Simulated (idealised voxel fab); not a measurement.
Proc. module: voxel self aligned contacts
In the cross-section labelled cut, the width is 260 nm and each square cell is 5 nm.
Bands, listed from the top down, are how a cross-section gets written in this document; the cross-section itself is a grid of square cells, and a band is one or more rows of them.
Band entry format. Leading values: height of top, height of bottom, nm. Remainder: materials in left-to-right order, each with its width in nm. Special words: "throughout" on a single material, which then fills the band edge to edge; "empty", empty space.
Heads up on the height convention: 0 is the point under which the incoming wafer is all one material, and the lowest band has no bottom, it just keeps going down, like "0 and below".
Width "30->40": first value at the band's top row of cells, second value at its bottom row, equal change from row to row.
For the purposes of this document, the phrase "no alteration" attached to a step denotes that no cell within the cross-section was modified by that step.
Voids not open to the top, 8 cells minimum: see "Fully sealed cavities". Written width x height at distance; distance is from the left edge; nm.
Note: text after step settings on the step line = simulator remark on that step.
overlay nm: on a step with a mask, how far right of its planned place the mask lay; negative means left.

[Planned process steps]
- 1: RECEIVE [material Si]
- 2: CONFORMAL_DEP [material SiO2] [thk nm 5]
- 3: DIRECTIONAL_DEP [material polySi] [thk nm 25]
- 4: DIRECTIONAL_DEP [material SiN] [thk nm 25]
- 5: PATTERN [tone cover] [mask id GATE] [material resist] [width nm 25] [pitch nm 70] [thk nm 20] [overlay nm 0]
- 6: DIRECTIONAL_ETCH [etch materials SiN] [depth nm 25]
- 7: DIRECTIONAL_ETCH [etch materials polySi] [depth nm 25]
- 8: STRIP [etch materials resist]
- 9: CONFORMAL_DEP [material SiN] [thk nm 10]
- 10: DIRECTIONAL_ETCH [etch materials SiN] [depth nm 10]
- 11: FILL_DEP [material SiO2] [thk nm 20]
- 12: CMP [height nm 65]
- 13: MASKED_ETCH [tone open] [mask id CONTACT] [width nm 55] [etch materials SiO2] [depth nm 65] [overlay nm 0]
- 14: CONFORMAL_DEP [material TiN] [thk nm 5]
- 15: FILL_DEP [material Ru] [thk nm 5]
- 16: CMP [height nm 65]
- 17: CONFORMAL_DEP [material SiN] [thk nm 5]

[Wafer at receipt (post step 1), cross-section]
    0 and below | Si throughout
    Fully sealed cavities: none

[The first of the two wafers as seen in cross-section once the module was finished; processing followed the plan]
    70 down to 65 | SiN throughout
    65 down to 55 | SiO2 100 | TiN 5->20 | Ru 45->15 | TiN 5->20 | SiO2 105
    55 down to 30 | SiO2 70 | SiN 45 | TiN 5 | Ru 15 | TiN 5 | SiN 45 | SiO2 75
    30 down to 5 | SiO2 70 | SiN 10 | polySi 25 | SiN 10 | TiN 5 | Ru 15 | TiN 5 | SiN 10 | polySi 25 | SiN 10 | SiO2 75
    5 down to 0 | SiO2 115 | TiN 25 | SiO2 120
    0 and below | Si throughout
    Fully sealed cavities: none

[So this is wafer number two of the two, cut at the end of the module - it started where the first did and had the same plan, we just got one thing wrong running it]
    70 down to 65 | SiN throughout
    65 down to 60 | SiO2 100 | TiN 5 | Ru 45 | TiN 5 | SiO2 105
    60 down to 55 | SiO2 100 | TiN 55 | SiO2 105
    55 down to 30 | SiN 90 | SiO2 5 | SiN 65 | SiO2 5 | SiN 95
    30 down to 5 | polySi 80 | SiN 10 | SiO2 5 | SiN 10 | polySi 45 | SiN 10 | SiO2 5 | SiN 10 | polySi 85
    5 down to 0 | SiO2 throughout
    0 and below | Si throughout
    Fully sealed cavities: none
The mistake made against the process plan was this: in deviation from the planned setting, step 5 was conducted as PATTERN [tone open] [mask id GATE] [material resist] [width nm 25] [pitch nm 70] [thk nm 20] [overlay nm 0]
Once processing is complete, comparing cell counts shows that the second wafer has more or fewer of certain materials than the first: Ru -33, SiN +160, SiO2 -265, TiN -22, polySi +160
